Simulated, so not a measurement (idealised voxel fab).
Presented below is a process module, voxel wiring stack.
The cross-section shown here is cut; it is 265 nm wide and divided into square cells measuring 5 nm on a side.
Bands, listed from the top down, are how a cross-section gets written in this document; the cross-section itself is a grid of square cells, and a band is one or more rows of them. Heights first: top, then bottom, in nm. Then materials, left to right, each with a width in nm. "edge to edge" on a single material: fills the band edge to edge. "blank": empty space. Height datum 0, below which the as-received substrate wafer is one material. Lowest band open at the bottom, running downward: "0 -> down". A width such as "30..40" changes by the same amount from each row of cells to the next, from the band's top row to its bottom row. Step marked "nothing different"? Then no cell in the cross-section changed in it. Heads up: "Voids lacking openings" only lists the empty pockets with no open path to the top that are 8 cells or more, and it writes them as width x height at distance, distance from the left edge, in nm. That trailing text on a step's line, after the settings, is the simulator's own remark on the step. overlay nm: where the mask lay relative to plan, measured to the right, on steps with a mask; negatives go left.
**Process steps foreseen in the plan**
1) RECEIVE | material Si
2) CONFORMAL_DEP | material SiO2 | thk nm 15
3) CONFORMAL_DEP | material SiN | thk nm 5
4) DIRECTIONAL_DEP | material SiO2 | thk nm 15
5) PATTERN | tone open | mask id METAL_1 | material resist | width nm 20 | pitch nm 40 | thk nm 20 | overlay nm 0
6) DIRECTIONAL_ETCH | etch materials SiO2 | depth nm 15
7) DIRECTIONAL_ETCH | etch materials SiN | depth nm 5
8) STRIP | etch materials resist
9) CONFORMAL_DEP | material TiN | thk nm 5
10) FILL_DEP | material Ru | thk nm 10
11) CMP | height nm 35
12) EPI | material Ru | thk nm 5
13) FILL_DEP | material SiCN | thk nm 5
14) DIRECTIONAL_DEP | material SiO2 | thk nm 20
15) PATTERN | tone open | mask id PLUG_1 | material resist | width nm 15 | pitch nm 40 | thk nm 20 | overlay nm 0
16) DIRECTIONAL_ETCH | etch materials SiO2 | depth nm 20
17) DIRECTIONAL_ETCH | etch materials SiCN | depth nm 5
18) STRIP | etch materials resist
19) CONFORMAL_DEP | material TiN | thk nm 5
20) FILL_DEP | material W | thk nm 10
21) CMP | height nm 65
22) DIRECTIONAL_DEP | material TiN | thk nm 5
23) DIRECTIONAL_DEP | material W | thk nm 20
24) MASKED_ETCH | tone cover | mask id METAL_2 | width nm 20 | pitch nm 40 | etch materials W | depth nm 20 | overlay nm 0
25) MASKED_ETCH | tone cover | mask id METAL_2 | width nm 20 | pitch nm 40 | etch materials TiN | depth nm 5 | overlay nm 0
26) CONFORMAL_DEP | material SiN | thk nm 5
27) FILL_DEP | material SiO2 | thk nm 5
28) CMP | height nm 90
29) CONFORMAL_DEP | material SiCN | thk nm 5
30) DIRECTIONAL_DEP | material SiO2 | thk nm 30
31) PATTERN | tone open | mask id METAL_3 | material resist | width nm 20 | pitch nm 40 | thk nm 15 | overlay nm 0
32) DIRECTIONAL_ETCH | etch materials SiO2 | depth nm 15
33) STRIP | etch materials resist
34) PATTERN | tone open | mask id METAL_3_HOLES | material resist | width nm 15 | pitch nm 40 | thk nm 15 | overlay nm 0
35) DIRECTIONAL_ETCH | etch materials SiO2 | depth nm 15
36) DIRECTIONAL_ETCH | etch materials SiCN | depth nm 5
37) STRIP | etch materials resist
38) CONFORMAL_DEP | material TiN | thk nm 5
39) FILL_DEP | material Cu | thk nm 5
40) CMP | height nm 125
41) CONFORMAL_DEP | material SiN | thk nm 5
**Cross-section of the incoming wafer, state after step 1**
    0 -> down = Si edge to edge
    Voids lacking openings: none
**The plan above was carried out on the starting structure above with one mistake, and this cross-section shows the wafer at the end of the module**
    130 -> 125 = SiN edge to edge
    125 -> 115 = SiO2 100 / TiN 5 / Cu 10 / TiN 5 / SiO2 20 / TiN 5 / Cu 10 / TiN 5 / SiO2 105
    115 -> 110 = SiO2 100 / TiN 5 / Cu 5 / TiN 10 / SiO2 20 / TiN 5 / Cu 5 / TiN 10 / SiO2 105
    110 -> 95 = SiO2 100 / TiN 5 / Cu 5 / TiN 5 / SiO2 25 / TiN 5 / Cu 5 / TiN 5 / SiO2 110
    95 -> 90 = SiCN 100 / TiN 15 / SiCN 25 / TiN 15 / SiCN 110
    90 -> 70 = SiO2 95 / SiN 5 / W 20 / SiN 5 / SiO2 10 / SiN 5 / W 20 / SiN 5 / SiO2 100
    70 -> 65 = SiN 100 / TiN 20 / SiN 20 / TiN 20 / SiN 105
    65 -> 45 = SiO2 100 / TiN 5 / W 5 / TiN 5 / SiO2 25 / TiN 5 / W 5 / TiN 5 / SiO2 110
    45 -> 40 = SiCN 100 / TiN 15 / SiCN 25 / TiN 15 / SiCN 110
    40 -> 35 = Ru 105 / SiCN 10 / Ru 30 / SiCN 10 / Ru 110
    35 -> 20 = Ru 95 / TiN 5 / SiO2 20 / TiN 5 / Ru 10 / TiN 5 / SiO2 20 / TiN 5 / Ru 100
    20 -> 15 = TiN 100 / SiN 20 / TiN 20 / SiN 20 / TiN 105
    15 -> 0 = SiO2 edge to edge
    0 -> down = Si edge to edge
    Voids lacking openings: none
Here's what went sideways: step 5 was processed under conditions differing from the plan, specifically as PATTERN | tone cover | mask id METAL_1 | material resist | width nm 20 | pitch nm 40 | thk nm 20 | overlay nm 0
